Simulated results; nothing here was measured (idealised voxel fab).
process module | voxel local oxidation
cross-section cut | 275 nm wide | cells 5 nm
A cross-section is a grid of square cells, given in bands from the top down. A band is one or more rows of cells.
Each band's line starts with the height of the band's top and of its bottom, in nm. Then come its materials from left to right, each with its width in nm. One material with "throughout" fills the band from edge to edge. "air" is empty space.
Height 0 is the level under which the wafer as received is all one material. The lowest band goes on downwards, as in "0 down".
A width such as "30 to 40" changes by the same amount from each row of cells to the next, from the band's top row to its bottom row.
"no change" after a step means that no cell of the cross-section changed.
closed voids: empty space of 8 cells or more with no open way to the top, each as width x height at its distance from the left edge, in nm
after a step's settings: what the simulator itself notes on the step
overlay nm, on a step with a mask: how far to the right of its planned place the mask lay; to the left if negative
plan
1 op RECEIVE | material Si
2 op OXIDIZE | depth nm 5
3 op CONFORMAL_DEP | material SiN | thk nm 15
4 op PATTERN | tone cover | mask id ACTIVE | material resist | width nm 115 | thk nm 20 | overlay nm 0
5 op DIRECTIONAL_ETCH | etch materials SiN | depth nm 15
6 op STRIP | etch materials resist
7 op SELECTIVE_ETCH | etch materials SiO2 | depth nm 5
8 op OXIDIZE | depth nm 10
9 op STRIP | etch materials SiN
as received, after step 1
  0 down: Si throughout
  closed voids: none
first wafer at the end, as planned
  0 to -5: air 85 | SiO2 105 | air 85
  -5 to -15: SiO2 95 | Si 85 | SiO2 95
  -15 down: Si throughout
  closed voids: none
second wafer at the end: like start, like plan, one mistake
  0 to -5: air 85 | SiO2 105 | air 85
  -5 to -15: SiO2 throughout
  -15 down: Si throughout
  closed voids: none
what went wrong: step 2 ran as: op OXIDIZE | depth nm 15
at the end the second wafer has, in cells: 34 fewer of Si | 34 more of SiO2
